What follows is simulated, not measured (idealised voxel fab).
process module | voxel self aligned vias
cross-section cut | 300 nm wide | cells 5 nm
A cross-section is a grid of square cells, given in bands from the top down. A band is one or more rows of cells.
Each band's line starts with the height of the band's top and of its bottom, in nm. Then come its materials from left to right, each with its width in nm. One material with "throughout" fills the band from edge to edge. "air" is empty space.
Height 0 is the level under which the wafer as received is all one material. The lowest band goes on downwards, as in "0 down".
A width such as "30 to 40" changes by the same amount from each row of cells to the next, from the band's top row to its bottom row.
"no change" after a step means that no cell of the cross-section changed.
closed voids: empty space of 8 cells or more with no open way to the top, each as width x height at its distance from the left edge, in nm
after a step's settings: what the simulator itself notes on the step
overlay nm, on a step with a mask: how far to the right of its planned place the mask lay; to the left if negative
plan
1 op RECEIVE | material Si
2 op CONFORMAL_DEP | material SiO2 | thk nm 10
3 op CONFORMAL_DEP | material SiCN | thk nm 5
4 op DIRECTIONAL_DEP | material SiO2 | thk nm 30
5 op DIRECTIONAL_DEP | material aC | thk nm 15
6 op PATTERN | tone open | mask id LINES | material resist | width nm 20 | pitch nm 55 | thk nm 30 | overlay nm 0
7 op DIRECTIONAL_ETCH | etch materials aC | depth nm 15
8 op STRIP | etch materials resist
9 op DIRECTIONAL_ETCH | etch materials SiO2 | depth nm 30
10 op STRIP | etch materials aC
11 op CONFORMAL_DEP | material TiN | thk nm 5
12 op FILL_DEP | material Ru | thk nm 10
13 op CMP | height nm 45
14 op SELECTIVE_ETCH | etch materials W Ru TiN | depth nm 5
15 op FILL_DEP | material SiN | thk nm 5
16 op CMP | height nm 45
17 op DIRECTIONAL_DEP | material SiO2 | thk nm 15
18 op MASKED_ETCH | tone open | mask id VIAS | width nm 30 | pitch nm 55 | etch materials SiO2 | depth nm 15 | overlay nm 0
19 op MASKED_ETCH | tone open | mask id VIAS | width nm 30 | pitch nm 55 | etch materials SiN | depth nm 5 | overlay nm -15
20 op CONFORMAL_DEP | material TiN | thk nm 5
21 op FILL_DEP | material Cu | thk nm 5
22 op CMP | height nm 60
23 op CONFORMAL_DEP | material SiCN | thk nm 5
varied across the wafers: overlay nm of step 19. The plan shows the first wafer's value. All wafers start alike
first wafer as received, after step 1
  0 down: Si throughout
  closed voids: none
each wafer at the end: cells of each material gained (+) or lost (-) since it was received, then its closed voids
overlay nm -15 | +24 Cu | +24 Ru | +120 SiCN | +6 SiN | +534 SiO2 | +72 TiN | closed voids: none
overlay nm -10 | +27 Cu | +24 Ru | +120 SiCN | +3 SiN | +534 SiO2 | +72 TiN | closed voids: none
overlay nm -5 | +30 Cu | +24 Ru | +120 SiCN | +534 SiO2 | +72 TiN | closed voids: none
overlay nm 0 | +30 Cu | +24 Ru | +120 SiCN | +534 SiO2 | +72 TiN | closed voids: none
overlay nm 5 | +30 Cu | +24 Ru | +120 SiCN | +534 SiO2 | +72 TiN | closed voids: none
overlay nm 10 | +27 Cu | +24 Ru | +120 SiCN | +3 SiN | +534 SiO2 | +72 TiN | closed voids: none
overlay nm 15 | +24 Cu | +24 Ru | +120 SiCN | +6 SiN | +534 SiO2 | +72 TiN | closed voids: none
